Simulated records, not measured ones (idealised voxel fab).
Documented hereafter: the process module known as voxel lift off.
Displayed cross-section: cut, width of 295 nm, square cells sized 5 nm.
Cross-section format: a grid of square cells, given as bands from top to bottom; each band is one or more rows of cells.
Heads up on the band format: heights come first, top then bottom, in nm. After that it's the materials left to right, each with its width in nm. A single material flagged "edge to edge" fills the whole band edge to edge, and "air" means there's empty space there.
Heights from 0 (as-received wafer is one material below). Bottom band endless downward, as "0 and below".
Width spec "30->40" -> top row of cells at first value, bottom row at second value, equal per-row change in between.
Step marked "no change occurred"? Then no cell in the cross-section changed in it.
In "Closed empty spaces" the enclosed voids are listed, meaning empty spaces of 8 cells or larger without any opening to the top. The form is width x height at distance, distance from the left edge, units nm.
Step line, after settings: the simulator's comment on this step.
A step's line can hold "overlay nm"; with a mask on that step, the setting says how far right of the planned place the mask lay, while a negative setting says it lay to the left.
### The planned process steps are enumerated hereunder
1 op RECEIVE | material Si
2 op CONFORMAL_DEP | material SiN | thk nm 10
3 op PATTERN | tone open | mask id LINES | material resist | width nm 20 | pitch nm 40 | thk nm 25 | overlay nm -15
4 op DIRECTIONAL_DEP | material Ru | thk nm 15
5 op STRIP | etch materials resist
6 op CONFORMAL_DEP | material SiN | thk nm 10
Wafers differ in overlay nm at step 3; plan lists the first wafer's value; identical starting state.
### Incoming state of the first of several wafers in cross-section: after step 1
- 0 and below: Si edge to edge
- Closed empty spaces: none
### First of several wafers: cross-section at the end of the module, after step 6, its last step
- 35 down to 25: air=90; SiN=80; air=125
- 25 down to 20: air=90; SiN=10; Ru=20; SiN=20; Ru=20; SiN=10; air=125
- 20 down to 10: SiN=100; Ru=20; SiN=20; Ru=20; SiN=135
- 10 down to 0: SiN edge to edge
- 0 and below: Si edge to edge
- Closed empty spaces: none
### Cross-section, module end, final of several wafers
- 35 down to 25: air=120; SiN=80; air=95
- 25 down to 20: air=120; SiN=10; Ru=20; SiN=20; Ru=20; SiN=10; air=95
- 20 down to 10: SiN=130; Ru=20; SiN=20; Ru=20; SiN=105
- 10 down to 0: SiN edge to edge
- 0 and below: Si edge to edge
- Closed empty spaces: none
### Table: wafers, a row each; end-of-module cell change per material since receipt, gain (+), loss (-); then closed voids
overlay nm -15 | +24 Ru | +260 SiN | Closed empty spaces: none
overlay nm -10 | +24 Ru | +260 SiN | Closed empty spaces: none
overlay nm -5 | +24 Ru | +260 SiN | Closed empty spaces: none
overlay nm 0 | +24 Ru | +260 SiN | Closed empty spaces: none
overlay nm 5 | +24 Ru | +260 SiN | Closed empty spaces: none
overlay nm 10 | +24 Ru | +260 SiN | Closed empty spaces: none
overlay nm 15 | +24 Ru | +260 SiN | Closed empty spaces: none
